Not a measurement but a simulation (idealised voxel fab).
The name of this process module is voxel wiring stack.
FYI the section here is cut, 275 nm wide, cells are 5 nm squares.
For the purposes of this document, a cross-section shall be understood as a grid of square cells, specified as bands listed in top-to-bottom order, each band consisting of one or more rows of cells.
Read a band's entry like this: the first values are the height of its top and the height of its bottom in nm, and what follows is the sequence of materials from left to right, each with its width in nm. Note that "blank" is empty space, and that a single material marked "full width" reaches across the band from edge to edge.
Heads up on the height convention: 0 is the point under which the incoming wafer is all one material, and the lowest band has no bottom, it just keeps going down, like "0..down".
Per-row width for "30 to 40": begins at first number (top row of band), ends at second number (bottom row), increment between rows held constant.
It should be understood that the words "stayed the same", when stated for a given step, signify that the cross-section underwent no change in any of its cells during that step.
"Trapped voids" - sealed voids, min. 8 cells, no opening to top; format: width x height at distance (distance from left edge; nm throughout).
What comes after the settings on a step's line is commentary from the simulator itself on that step.
overlay nm: right-of-plan distance of the mask on a masked step; negative values mean left-of-plan.
Set out below are the planned steps of the process
1) RECEIVE | material Si
2) CONFORMAL_DEP | material SiO2 | thk nm 15
3) DIRECTIONAL_DEP | material TiN | thk nm 5
4) DIRECTIONAL_DEP | material Ru | thk nm 15
5) DIRECTIONAL_DEP | material aC | thk nm 15
6) PATTERN | tone cover | mask id METAL_1 | material resist | width nm 25 | pitch nm 40 | thk nm 35 | overlay nm 0
7) DIRECTIONAL_ETCH | etch materials aC | depth nm 15
8) STRIP | etch materials resist
9) DIRECTIONAL_ETCH | etch materials Ru | depth nm 15
10) DIRECTIONAL_ETCH | etch materials TiN | depth nm 5
11) STRIP | etch materials aC
12) FILL_DEP | material lowk | thk nm 5
13) CMP | height nm 35
14) CONFORMAL_DEP | material SiCN | thk nm 5
15) DIRECTIONAL_DEP | material lowk | thk nm 15
16) DIRECTIONAL_DEP | material aC | thk nm 15
17) PATTERN | tone open | mask id PLUG_1 | material resist | width nm 15 | pitch nm 40 | thk nm 35 | overlay nm 0
18) DIRECTIONAL_ETCH | etch materials aC | depth nm 15
19) STRIP | etch materials resist
20) DIRECTIONAL_ETCH | etch materials lowk | depth nm 15
21) DIRECTIONAL_ETCH | etch materials SiCN | depth nm 5
22) STRIP | etch materials aC
23) EPI | material Ru | thk nm 10
24) EPI | material Ru | thk nm 10
25) CONFORMAL_DEP | material SiN | thk nm 5
26) DIRECTIONAL_DEP | material SiO2 | thk nm 15
27) MASKED_ETCH | tone open | mask id METAL_2 | width nm 25 | pitch nm 40 | etch materials SiO2 | depth nm 15 | overlay nm 0
28) MASKED_ETCH | tone open | mask id METAL_2 | width nm 25 | pitch nm 40 | etch materials SiN | depth nm 5 | overlay nm 0
29) CONFORMAL_DEP | material TiN | thk nm 5
30) FILL_DEP | material Cu | thk nm 5
31) CMP | height nm 75
32) EPI | material Ru | thk nm 5
33) FILL_DEP | material SiCN | thk nm 5
34) DIRECTIONAL_DEP | material SiO2 | thk nm 35
35) MASKED_ETCH | tone open | mask id METAL_3 | width nm 25 | pitch nm 40 | etch materials SiO2 | depth nm 20 | overlay nm 0
36) DIRECTIONAL_DEP | material aC | thk nm 10
37) PATTERN | tone open | mask id METAL_3_HOLES | material resist | width nm 15 | pitch nm 80 | thk nm 30 | overlay nm 0
38) DIRECTIONAL_ETCH | etch materials aC | depth nm 10
39) STRIP | etch materials resist
40) DIRECTIONAL_ETCH | etch materials SiO2 | depth nm 15
41) DIRECTIONAL_ETCH | etch materials SiCN | depth nm 5
42) STRIP | etch materials aC
43) CONFORMAL_DEP | material TiN | thk nm 5
44) FILL_DEP | material Cu | thk nm 5
45) CMP | height nm 120
46) CONFORMAL_DEP | material SiN | thk nm 5
First of two wafers, processed according to plan
Wafer as received: cross-section following step 1
- 0..down  Si full width
- Trapped voids: none
After step 2: wafer cross-section
- 15..0  SiO2 full width
- Below a height of 0, the structure has not been altered.
After step 3: wafer cross-section
- 20..15  TiN full width
- Below a height of 15, the structure has not been altered.
After step 4: wafer cross-section
- 35..20  Ru full width
- Below a height of 20, the structure has not been altered.
After step 5: wafer cross-section
- 50..35  aC full width
- Below a height of 35, the structure has not been altered.
After step 6: wafer cross-section
- 85..50  blank=65, then resist=25, then blank=15, then resist=25, then blank=15, then resist=25, then blank=15, then resist=25, then blank=65
- Below a height of 50, the structure has not been altered.
After step 7: wafer cross-section
- 70..50  blank=65, then resist=25, then blank=15, then resist=25, then blank=15, then resist=25, then blank=15, then resist=25, then blank=65
- 50..35  blank=65, then aC=25, then blank=15, then aC=25, then blank=15, then aC=25, then blank=15, then aC=25, then blank=65
- Below a height of 35, the structure has not been altered.
After step 8: wafer cross-section
- 50..35  blank=65, then aC=25, then blank=15, then aC=25, then blank=15, then aC=25, then blank=15, then aC=25, then blank=65
- Below a height of 35, the structure has not been altered.
After step 9: wafer cross-section
- 50..35  blank=65, then aC=25, then blank=15, then aC=25, then blank=15, then aC=25, then blank=15, then aC=25, then blank=65
- 35..20  blank=65, then Ru=25, then blank=15, then Ru=25, then blank=15, then Ru=25, then blank=15, then Ru=25, then blank=65
- Below a height of 20, the structure has not been altered.
After step 10: wafer cross-section
- 50..35  blank=65, then aC=25, then blank=15, then aC=25, then blank=15, then aC=25, then blank=15, then aC=25, then blank=65
- 35..20  blank=65, then Ru=25, then blank=15, then Ru=25, then blank=15, then Ru=25, then blank=15, then Ru=25, then blank=65
- 20..15  blank=65, then TiN=25, then blank=15, then TiN=25, then blank=15, then TiN=25, then blank=15, then TiN=25, then blank=65
- Below a height of 15, the structure has not been altered.
After step 11: wafer cross-section
- 35..20  blank=65, then Ru=25, then blank=15, then Ru=25, then blank=15, then Ru=25, then blank=15, then Ru=25, then blank=65
- Below a height of 20, the structure has not been altered.
After step 12: wafer cross-section
- 40..35  lowk full width
- 35..20  lowk=65, then Ru=25, then lowk=15, then Ru=25, then lowk=15, then Ru=25, then lowk=15, then Ru=25, then lowk=65
- 20..15  lowk=65, then TiN=25, then lowk=15, then TiN=25, then lowk=15, then TiN=25, then lowk=15, then TiN=25, then lowk=65
- Below a height of 15, the structure has not been altered.
After step 13: wafer cross-section
- 35..20  lowk=65, then Ru=25, then lowk=15, then Ru=25, then lowk=15, then Ru=25, then lowk=15, then Ru=25, then lowk=65
- Below a height of 20, the structure has not been altered.
After step 14: wafer cross-section
- 40..35  SiCN full width
- Below a height of 35, the structure has not been altered.
After step 15: wafer cross-section
- 55..40  lowk full width
- Below a height of 40, the structure has not been altered.
After step 16: wafer cross-section
- 70..55  aC full width
- Below a height of 55, the structure has not been altered.
After step 17: wafer cross-section
- 105..70  resist=65, then blank=15, then resist=25, then blank=15, then resist=25, then blank=15, then resist=25, then blank=15, then resist=75
- Below a height of 70, the structure has not been altered.
After step 18: wafer cross-section
- 90..70  resist=65, then blank=15, then resist=25, then blank=15, then resist=25, then blank=15, then resist=25, then blank=15, then resist=75
- 70..55  aC=65, then blank=15, then aC=25, then blank=15, then aC=25, then blank=15, then aC=25, then blank=15, then aC=75
- Below a height of 55, the structure has not been altered.
After step 19: wafer cross-section
- 70..55  aC=65, then blank=15, then aC=25, then blank=15, then aC=25, then blank=15, then aC=25, then blank=15, then aC=75
- Below a height of 55, the structure has not been altered.
After step 20: wafer cross-section
- 70..55  aC=65, then blank=15, then aC=25, then blank=15, then aC=25, then blank=15, then aC=25, then blank=15, then aC=75
- 55..40  lowk=65, then blank=15, then lowk=25, then blank=15, then lowk=25, then blank=15, then lowk=25, then blank=15, then lowk=75
- Below a height of 40, the structure has not been altered.
After step 21: wafer cross-section
- 70..55  aC=65, then blank=15, then aC=25, then blank=15, then aC=25, then blank=15, then aC=25, then blank=15, then aC=75
- 55..40  lowk=65, then blank=15, then lowk=25, then blank=15, then lowk=25, then blank=15, then lowk=25, then blank=15, then lowk=75
- 40..35  SiCN=65, then blank=15, then SiCN=25, then blank=15, then SiCN=25, then blank=15, then SiCN=25, then blank=15, then SiCN=75
- Below a height of 35, the structure has not been altered.
After step 22: wafer cross-section
- 55..40  lowk=65, then blank=15, then lowk=25, then blank=15, then lowk=25, then blank=15, then lowk=25, then blank=15, then lowk=75
- Below a height of 40, the structure has not been altered.
After step 23: wafer cross-section
- 55..45  lowk=65, then blank=15, then lowk=25, then blank=15, then lowk=25, then blank=15, then lowk=25, then blank=15, then lowk=75
- 45..40  lowk=65, then Ru=15, then lowk=25, then Ru=15, then lowk=25, then Ru=15, then lowk=25, then Ru=15, then lowk=75
- 40..35  SiCN=65, then Ru=15, then SiCN=25, then Ru=15, then SiCN=25, then Ru=15, then SiCN=25, then Ru=15, then SiCN=75
- Below a height of 35, the structure has not been altered.
After step 24: wafer cross-section
- 55..40  lowk=65, then Ru=15, then lowk=25, then Ru=15, then lowk=25, then Ru=15, then lowk=25, then Ru=15, then lowk=75
- Below a height of 40, the structure has not been altered.
After step 25: wafer cross-section
- 60..55  SiN full width
- Below a height of 55, the structure has not been altered.
After step 26: wafer cross-section
- 75..60  SiO2 full width
- Below a height of 60, the structure has not been altered.
After step 27: wafer cross-section
- 75..60  SiO2=65, then blank=25, then SiO2=15, then blank=25, then SiO2=15, then blank=25, then SiO2=15, then blank=25, then SiO2=65
- Below a height of 60, the structure has not been altered.
After step 28: wafer cross-section
- 75..60  SiO2=65, then blank=25, then SiO2=15, then blank=25, then SiO2=15, then blank=25, then SiO2=15, then blank=25, then SiO2=65
- 60..55  SiN=65, then blank=25, then SiN=15, then blank=25, then SiN=15, then blank=25, then SiN=15, then blank=25, then SiN=65
- Below a height of 55, the structure has not been altered.
After step 29: wafer cross-section
- 80..75  TiN=70, then blank=15, then TiN=25, then blank=15, then TiN=25, then blank=15, then TiN=25, then blank=15, then TiN=70
- 75..60  SiO2=65, then TiN=5, then blank=15, then TiN=5, then SiO2=15, then TiN=5, then blank=15, then TiN=5, then SiO2=15, then TiN=5, then blank=15, then TiN=5, then SiO2=15, then TiN=5, then blank=15, then TiN=5, then SiO2=65
- 60..55  SiN=65, then TiN=25, then SiN=15, then TiN=25, then SiN=15, then TiN=25, then SiN=15, then TiN=25, then SiN=65
- Below a height of 55, the structure has not been altered.
After step 30: wafer cross-section
- 85..80  Cu full width
- 80..75  TiN=70, then Cu=15, then TiN=25, then Cu=15, then TiN=25, then Cu=15, then TiN=25, then Cu=15, then TiN=70
- 75..60  SiO2=65, then TiN=5, then Cu=15, then TiN=5, then SiO2=15, then TiN=5, then Cu=15, then TiN=5, then SiO2=15, then TiN=5, then Cu=15, then TiN=5, then SiO2=15, then TiN=5, then Cu=15, then TiN=5, then SiO2=65
- Below a height of 60, the structure has not been altered.
After step 31: wafer cross-section
- 75..60  SiO2=65, then TiN=5, then Cu=15, then TiN=5, then SiO2=15, then TiN=5, then Cu=15, then TiN=5, then SiO2=15, then TiN=5, then Cu=15, then TiN=5, then SiO2=15, then TiN=5, then Cu=15, then TiN=5, then SiO2=65
- Below a height of 60, the structure has not been altered.
After step 32: wafer cross-section
- 80..75  blank=60, then Ru=35, then blank=5, then Ru=35, then blank=5, then Ru=35, then blank=5, then Ru=35, then blank=60
- Below a height of 75, the structure has not been altered.
After step 33: wafer cross-section
- 85..80  SiCN full width
- 80..75  SiCN=60, then Ru=35, then SiCN=5, then Ru=35, then SiCN=5, then Ru=35, then SiCN=5, then Ru=35, then SiCN=60
- Below a height of 75, the structure has not been altered.
After step 34: wafer cross-section
- 120..85  SiO2 full width
- Below a height of 85, the structure has not been altered.
After step 35: wafer cross-section
- 120..100  SiO2=65, then blank=25, then SiO2=15, then blank=25, then SiO2=15, then blank=25, then SiO2=15, then blank=25, then SiO2=65
- Below a height of 100, the structure has not been altered.
After step 36: wafer cross-section
- 130..120  aC=65, then blank=25, then aC=15, then blank=25, then aC=15, then blank=25, then aC=15, then blank=25, then aC=65
- 120..110  SiO2=65, then blank=25, then SiO2=15, then blank=25, then SiO2=15, then blank=25, then SiO2=15, then blank=25, then SiO2=65
- 110..100  SiO2=65, then aC=25, then SiO2=15, then aC=25, then SiO2=15, then aC=25, then SiO2=15, then aC=25, then SiO2=65
- Below a height of 100, the structure has not been altered.
After step 37: wafer cross-section
- 160..130  resist=65, then blank=15, then resist=65, then blank=15, then resist=115
- 130..120  aC=65, then blank=15, then resist=10, then aC=15, then resist=25, then aC=15, then blank=15, then resist=10, then aC=15, then resist=25, then aC=65
- 120..110  SiO2=65, then blank=15, then resist=10, then SiO2=15, then resist=25, then SiO2=15, then blank=15, then resist=10, then SiO2=15, then resist=25, then SiO2=65
- Below a height of 110, the structure has not been altered.
After step 38: wafer cross-section
- 150..130  resist=65, then blank=15, then resist=65, then blank=15, then resist=115
- 130..120  aC=65, then blank=15, then resist=10, then aC=15, then resist=25, then aC=15, then blank=15, then resist=10, then aC=15, then resist=25, then aC=65
- 120..110  SiO2=65, then blank=15, then resist=10, then SiO2=15, then resist=25, then SiO2=15, then blank=15, then resist=10, then SiO2=15, then resist=25, then SiO2=65
- 110..100  SiO2=65, then blank=15, then aC=10, then SiO2=15, then aC=25, then SiO2=15, then blank=15, then aC=10, then SiO2=15, then aC=25, then SiO2=65
- Below a height of 100, the structure has not been altered.
After step 39: wafer cross-section
- 130..120  aC=65, then blank=25, then aC=15, then blank=25, then aC=15, then blank=25, then aC=15, then blank=25, then aC=65
- 120..110  SiO2=65, then blank=25, then SiO2=15, then blank=25, then SiO2=15, then blank=25, then SiO2=15, then blank=25, then SiO2=65
- Below a height of 110, the structure has not been altered.
After step 40: wafer cross-section
- 130..120  aC=65, then blank=25, then aC=15, then blank=25, then aC=15, then blank=25, then aC=15, then blank=25, then aC=65
- 120..110  SiO2=65, then blank=25, then SiO2=15, then blank=25, then SiO2=15, then blank=25, then SiO2=15, then blank=25, then SiO2=65
- 110..100  SiO2=65, then blank=15, then aC=10, then SiO2=15, then aC=25, then SiO2=15, then blank=15, then aC=10, then SiO2=15, then aC=25, then SiO2=65
- 100..85  SiO2=65, then blank=15, then SiO2=65, then blank=15, then SiO2=115
- Below a height of 85, the structure has not been altered.
After step 41: wafer cross-section
- 130..120  aC=65, then blank=25, then aC=15, then blank=25, then aC=15, then blank=25, then aC=15, then blank=25, then aC=65
- 120..110  SiO2=65, then blank=25, then SiO2=15, then blank=25, then SiO2=15, then blank=25, then SiO2=15, then blank=25, then SiO2=65
- 110..100  SiO2=65, then blank=15, then aC=10, then SiO2=15, then aC=25, then SiO2=15, then blank=15, then aC=10, then SiO2=15, then aC=25, then SiO2=65
- 100..85  SiO2=65, then blank=15, then SiO2=65, then blank=15, then SiO2=115
- 85..80  SiCN=65, then blank=15, then SiCN=65, then blank=15, then SiCN=115
- Below a height of 80, the structure has not been altered.
After step 42: wafer cross-section
- 120..100  SiO2=65, then blank=25, then SiO2=15, then blank=25, then SiO2=15, then blank=25, then SiO2=15, then blank=25, then SiO2=65
- Below a height of 100, the structure has not been altered.
After step 43: wafer cross-section
- 125..120  TiN=70, then blank=15, then TiN=25, then blank=15, then TiN=25, then blank=15, then TiN=25, then blank=15, then TiN=70
- 120..105  SiO2=65, then TiN=5, then blank=15, then TiN=5, then SiO2=15, then TiN=5, then blank=15, then TiN=5, then SiO2=15, then TiN=5, then blank=15, then TiN=5, then SiO2=15, then TiN=5, then blank=15, then TiN=5, then SiO2=65
- 105..100  SiO2=65, then TiN=5, then blank=5, then TiN=15, then SiO2=15, then TiN=25, then SiO2=15, then TiN=5, then blank=5, then TiN=15, then SiO2=15, then TiN=25, then SiO2=65
- 100..85  SiO2=65, then TiN=5, then blank=5, then TiN=5, then SiO2=65, then TiN=5, then blank=5, then TiN=5, then SiO2=115
- 85..80  SiCN=65, then TiN=15, then SiCN=65, then TiN=15, then SiCN=115
- Below a height of 80, the structure has not been altered.
After step 44: wafer cross-section
- 130..125  Cu full width
- 125..120  TiN=70, then Cu=15, then TiN=25, then Cu=15, then TiN=25, then Cu=15, then TiN=25, then Cu=15, then TiN=70
- 120..105  SiO2=65, then TiN=5, then Cu=15, then TiN=5, then SiO2=15, then TiN=5, then Cu=15, then TiN=5, then SiO2=15, then TiN=5, then Cu=15, then TiN=5, then SiO2=15, then TiN=5, then Cu=15, then TiN=5, then SiO2=65
- 105..100  SiO2=65, then TiN=5, then Cu=5, then TiN=15, then SiO2=15, then TiN=25, then SiO2=15, then TiN=5, then Cu=5, then TiN=15, then SiO2=15, then TiN=25, then SiO2=65
- 100..85  SiO2=65, then TiN=5, then Cu=5, then TiN=5, then SiO2=65, then TiN=5, then Cu=5, then TiN=5, then SiO2=115
- Below a height of 85, the structure has not been altered.
After step 45: wafer cross-section
- 120..105  SiO2=65, then TiN=5, then Cu=15, then TiN=5, then SiO2=15, then TiN=5, then Cu=15, then TiN=5, then SiO2=15, then TiN=5, then Cu=15, then TiN=5, then SiO2=15, then TiN=5, then Cu=15, then TiN=5, then SiO2=65
- Below a height of 105, the structure has not been altered.
After step 46: wafer cross-section
- 125..120  SiN full width
- Below a height of 120, the structure has not been altered.
Wafer two of the pair: same origin, same plan, one error during the run; identical to wafer one up to and including step 22
Cross-section of the second wafer at the time by which step 24 should have been completed according to the plan
- 65..55  blank=55, then Ru=35, then blank=5, then Ru=35, then blank=5, then Ru=35, then blank=5, then Ru=35, then blank=65
- 55..40  lowk=65, then Ru=15, then lowk=25, then Ru=15, then lowk=25, then Ru=15, then lowk=25, then Ru=15, then lowk=75
- 40..35  SiCN=65, then Ru=15, then SiCN=25, then Ru=15, then SiCN=25, then Ru=15, then SiCN=25, then Ru=15, then SiCN=75
- Below a height of 35, the structure has not been altered.
Cross-section of the second wafer at the time by which step 25 should have been completed according to the plan
- 70..65  blank=50, then SiN=165, then blank=60
- 65..60  blank=50, then SiN=5, then Ru=35, then SiN=5, then Ru=35, then SiN=5, then Ru=35, then SiN=5, then Ru=35, then SiN=5, then blank=60
- 60..55  SiN=55, then Ru=35, then SiN=5, then Ru=35, then SiN=5, then Ru=35, then SiN=5, then Ru=35, then SiN=65
- Below a height of 55, the structure has not been altered.
Cross-section of the second wafer at the time by which step 26 should have been completed according to the plan
- 85..75  blank=50, then SiO2=165, then blank=60
- 75..70  SiO2 full width
- 70..65  SiO2=50, then SiN=165, then SiO2=60
- 65..60  SiO2=50, then SiN=5, then Ru=35, then SiN=5, then Ru=35, then SiN=5, then Ru=35, then SiN=5, then Ru=35, then SiN=5, then SiO2=60
- Below a height of 60, the structure has not been altered.
Cross-section of the second wafer at the time by which step 27 should have been completed according to the plan
- 85..75  blank=50, then SiO2=15, then blank=25, then SiO2=15, then blank=25, then SiO2=15, then blank=25, then SiO2=15, then blank=25, then SiO2=5, then blank=60
- 75..70  SiO2=65, then blank=25, then SiO2=15, then blank=25, then SiO2=15, then blank=25, then SiO2=15, then blank=25, then SiO2=65
- Below a height of 70, the structure has not been altered.
Cross-section of the second wafer at the time by which step 28 should have been completed according to the plan
- 85..75  blank=50, then SiO2=15, then blank=25, then SiO2=15, then blank=25, then SiO2=15, then blank=25, then SiO2=15, then blank=25, then SiO2=5, then blank=60
- 75..70  SiO2=65, then blank=25, then SiO2=15, then blank=25, then SiO2=15, then blank=25, then SiO2=15, then blank=25, then SiO2=65
- 70..65  SiO2=50, then SiN=15, then blank=25, then SiN=15, then blank=25, then SiN=15, then blank=25, then SiN=15, then blank=25, then SiN=5, then SiO2=60
- Below a height of 65, the structure has not been altered.
Cross-section of the second wafer at the time by which step 29 should have been completed according to the plan
- 90..85  blank=45, then TiN=25, then blank=15, then TiN=25, then blank=15, then TiN=25, then blank=15, then TiN=25, then blank=15, then TiN=15, then blank=55
- 85..80  blank=45, then TiN=5, then SiO2=15, then TiN=5, then blank=15, then TiN=5, then SiO2=15, then TiN=5, then blank=15, then TiN=5, then SiO2=15, then TiN=5, then blank=15, then TiN=5, then SiO2=15, then TiN=5, then blank=15, then TiN=5, then SiO2=5, then TiN=5, then blank=55
- 80..75  TiN=50, then SiO2=15, then TiN=5, then blank=15, then TiN=5, then SiO2=15, then TiN=5, then blank=15, then TiN=5, then SiO2=15, then TiN=5, then blank=15, then TiN=5, then SiO2=15, then TiN=5, then blank=15, then TiN=5, then SiO2=5, then TiN=60
- 75..70  SiO2=65, then TiN=5, then blank=15, then TiN=5, then SiO2=15, then TiN=5, then blank=15, then TiN=5, then SiO2=15, then TiN=5, then blank=15, then TiN=5, then SiO2=15, then TiN=5, then blank=15, then TiN=5, then SiO2=65
- 70..65  SiO2=50, then SiN=15, then TiN=25, then SiN=15, then TiN=25, then SiN=15, then TiN=25, then SiN=15, then TiN=25, then SiN=5, then SiO2=60
- Below a height of 65, the structure has not been altered.
Cross-section of the second wafer at the time by which step 30 should have been completed according to the plan
- 95..90  Cu full width
- 90..85  Cu=45, then TiN=25, then Cu=15, then TiN=25, then Cu=15, then TiN=25, then Cu=15, then TiN=25, then Cu=15, then TiN=15, then Cu=55
- 85..80  Cu=45, then TiN=5, then SiO2=15, then TiN=5, then Cu=15, then TiN=5, then SiO2=15, then TiN=5, then Cu=15, then TiN=5, then SiO2=15, then TiN=5, then Cu=15, then TiN=5, then SiO2=15, then TiN=5, then Cu=15, then TiN=5, then SiO2=5, then TiN=5, then Cu=55
- 80..75  TiN=50, then SiO2=15, then TiN=5, then Cu=15, then TiN=5, then SiO2=15, then TiN=5, then Cu=15, then TiN=5, then SiO2=15, then TiN=5, then Cu=15, then TiN=5, then SiO2=15, then TiN=5, then Cu=15, then TiN=5, then SiO2=5, then TiN=60
- 75..70  SiO2=65, then TiN=5, then Cu=15, then TiN=5, then SiO2=15, then TiN=5, then Cu=15, then TiN=5, then SiO2=15, then TiN=5, then Cu=15, then TiN=5, then SiO2=15, then TiN=5, then Cu=15, then TiN=5, then SiO2=65
- Below a height of 70, the structure has not been altered.
Cross-section of the second wafer at the time by which step 31 should have been completed according to the plan
- 75..70  SiO2=65, then TiN=5, then Cu=15, then TiN=5, then SiO2=15, then TiN=5, then Cu=15, then TiN=5, then SiO2=15, then TiN=5, then Cu=15, then TiN=5, then SiO2=15, then TiN=5, then Cu=15, then TiN=5, then SiO2=65
- Below a height of 70, the structure has not been altered.
Cross-section of the second wafer at the time by which step 32 should have been completed according to the plan
- 80..75  blank=60, then Ru=35, then blank=5, then Ru=35, then blank=5, then Ru=35, then blank=5, then Ru=35, then blank=60
- Below a height of 75, the structure has not been altered.
Cross-section of the second wafer at the time by which step 33 should have been completed according to the plan
- 85..80  SiCN full width
- 80..75  SiCN=60, then Ru=35, then SiCN=5, then Ru=35, then SiCN=5, then Ru=35, then SiCN=5, then Ru=35, then SiCN=60
- Below a height of 75, the structure has not been altered.
Cross-section of the second wafer at the time by which step 34 should have been completed according to the plan
- 120..85  SiO2 full width
- Below a height of 85, the structure has not been altered.
Cross-section of the second wafer at the time by which step 35 should have been completed according to the plan
- 120..100  SiO2=65, then blank=25, then SiO2=15, then blank=25, then SiO2=15, then blank=25, then SiO2=15, then blank=25, then SiO2=65
- Below a height of 100, the structure has not been altered.
Cross-section of the second wafer at the time by which step 36 should have been completed according to the plan
- 130..120  aC=65, then blank=25, then aC=15, then blank=25, then aC=15, then blank=25, then aC=15, then blank=25, then aC=65
- 120..110  SiO2=65, then blank=25, then SiO2=15, then blank=25, then SiO2=15, then blank=25, then SiO2=15, then blank=25, then SiO2=65
- 110..100  SiO2=65, then aC=25, then SiO2=15, then aC=25, then SiO2=15, then aC=25, then SiO2=15, then aC=25, then SiO2=65
- Below a height of 100, the structure has not been altered.
Cross-section of the second wafer at the time by which step 37 should have been completed according to the plan
- 160..130  resist=65, then blank=15, then resist=65, then blank=15, then resist=115
- 130..120  aC=65, then blank=15, then resist=10, then aC=15, then resist=25, then aC=15, then blank=15, then resist=10, then aC=15, then resist=25, then aC=65
- 120..110  SiO2=65, then blank=15, then resist=10, then SiO2=15, then resist=25, then SiO2=15, then blank=15, then resist=10, then SiO2=15, then resist=25, then SiO2=65
- Below a height of 110, the structure has not been altered.
Cross-section of the second wafer at the time by which step 38 should have been completed according to the plan
- 150..130  resist=65, then blank=15, then resist=65, then blank=15, then resist=115
- 130..120  aC=65, then blank=15, then resist=10, then aC=15, then resist=25, then aC=15, then blank=15, then resist=10, then aC=15, then resist=25, then aC=65
- 120..110  SiO2=65, then blank=15, then resist=10, then SiO2=15, then resist=25, then SiO2=15, then blank=15, then resist=10, then SiO2=15, then resist=25, then SiO2=65
- 110..100  SiO2=65, then blank=15, then aC=10, then SiO2=15, then aC=25, then SiO2=15, then blank=15, then aC=10, then SiO2=15, then aC=25, then SiO2=65
- Below a height of 100, the structure has not been altered.
Cross-section of the second wafer at the time by which step 39 should have been completed according to the plan
- 130..120  aC=65, then blank=25, then aC=15, then blank=25, then aC=15, then blank=25, then aC=15, then blank=25, then aC=65
- 120..110  SiO2=65, then blank=25, then SiO2=15, then blank=25, then SiO2=15, then blank=25, then SiO2=15, then blank=25, then SiO2=65
- Below a height of 110, the structure has not been altered.
Cross-section of the second wafer at the time by which step 40 should have been completed according to the plan
- 130..120  aC=65, then blank=25, then aC=15, then blank=25, then aC=15, then blank=25, then aC=15, then blank=25, then aC=65
- 120..110  SiO2=65, then blank=25, then SiO2=15, then blank=25, then SiO2=15, then blank=25, then SiO2=15, then blank=25, then SiO2=65
- 110..100  SiO2=65, then blank=15, then aC=10, then SiO2=15, then aC=25, then SiO2=15, then blank=15, then aC=10, then SiO2=15, then aC=25, then SiO2=65
- 100..85  SiO2=65, then blank=15, then SiO2=65, then blank=15, then SiO2=115
- Below a height of 85, the structure has not been altered.
Cross-section of the second wafer at the time by which step 41 should have been completed according to the plan
- 130..120  aC=65, then blank=25, then aC=15, then blank=25, then aC=15, then blank=25, then aC=15, then blank=25, then aC=65
- 120..110  SiO2=65, then blank=25, then SiO2=15, then blank=25, then SiO2=15, then blank=25, then SiO2=15, then blank=25, then SiO2=65
- 110..100  SiO2=65, then blank=15, then aC=10, then SiO2=15, then aC=25, then SiO2=15, then blank=15, then aC=10, then SiO2=15, then aC=25, then SiO2=65
- 100..85  SiO2=65, then blank=15, then SiO2=65, then blank=15, then SiO2=115
- 85..80  SiCN=65, then blank=15, then SiCN=65, then blank=15, then SiCN=115
- Below a height of 80, the structure has not been altered.
Cross-section of the second wafer at the time by which step 42 should have been completed according to the plan
- 120..100  SiO2=65, then blank=25, then SiO2=15, then blank=25, then SiO2=15, then blank=25, then SiO2=15, then blank=25, then SiO2=65
- Below a height of 100, the structure has not been altered.
Cross-section of the second wafer at the time by which step 43 should have been completed according to the plan
- 125..120  TiN=70, then blank=15, then TiN=25, then blank=15, then TiN=25, then blank=15, then TiN=25, then blank=15, then TiN=70
- 120..105  SiO2=65, then TiN=5, then blank=15, then TiN=5, then SiO2=15, then TiN=5, then blank=15, then TiN=5, then SiO2=15, then TiN=5, then blank=15, then TiN=5, then SiO2=15, then TiN=5, then blank=15, then TiN=5, then SiO2=65
- 105..100  SiO2=65, then TiN=5, then blank=5, then TiN=15, then SiO2=15, then TiN=25, then SiO2=15, then TiN=5, then blank=5, then TiN=15, then SiO2=15, then TiN=25, then SiO2=65
- 100..85  SiO2=65, then TiN=5, then blank=5, then TiN=5, then SiO2=65, then TiN=5, then blank=5, then TiN=5, then SiO2=115
- 85..80  SiCN=65, then TiN=15, then SiCN=65, then TiN=15, then SiCN=115
- Below a height of 80, the structure has not been altered.
Cross-section of the second wafer at the time by which step 44 should have been completed according to the plan
- 130..125  Cu full width
- 125..120  TiN=70, then Cu=15, then TiN=25, then Cu=15, then TiN=25, then Cu=15, then TiN=25, then Cu=15, then TiN=70
- 120..105  SiO2=65, then TiN=5, then Cu=15, then TiN=5, then SiO2=15, then TiN=5, then Cu=15, then TiN=5, then SiO2=15, then TiN=5, then Cu=15, then TiN=5, then SiO2=15, then TiN=5, then Cu=15, then TiN=5, then SiO2=65
- 105..100  SiO2=65, then TiN=5, then Cu=5, then TiN=15, then SiO2=15, then TiN=25, then SiO2=15, then TiN=5, then Cu=5, then TiN=15, then SiO2=15, then TiN=25, then SiO2=65
- 100..85  SiO2=65, then TiN=5, then Cu=5, then TiN=5, then SiO2=65, then TiN=5, then Cu=5, then TiN=5, then SiO2=115
- Below a height of 85, the structure has not been altered.
Cross-section of the second wafer at the time by which step 45 should have been completed according to the plan
- 120..105  SiO2=65, then TiN=5, then Cu=15, then TiN=5, then SiO2=15, then TiN=5, then Cu=15, then TiN=5, then SiO2=15, then TiN=5, then Cu=15, then TiN=5, then SiO2=15, then TiN=5, then Cu=15, then TiN=5, then SiO2=65
- Below a height of 105, the structure has not been altered.
Cross-section of the second wafer at the time by which step 46 should have been completed according to the plan
- 125..120  SiN full width
- Below a height of 120, the structure has not been altered.
Against the plan, the run slipped here: note: one of steps 23 and 24 (identical) was run twice; cannot identify which
In the final state, the cell counts of the second wafer exceed or fall short of those of the first for the following materials: Cu -24, Ru +56, SiN +10, SiO2 -26, TiN -16
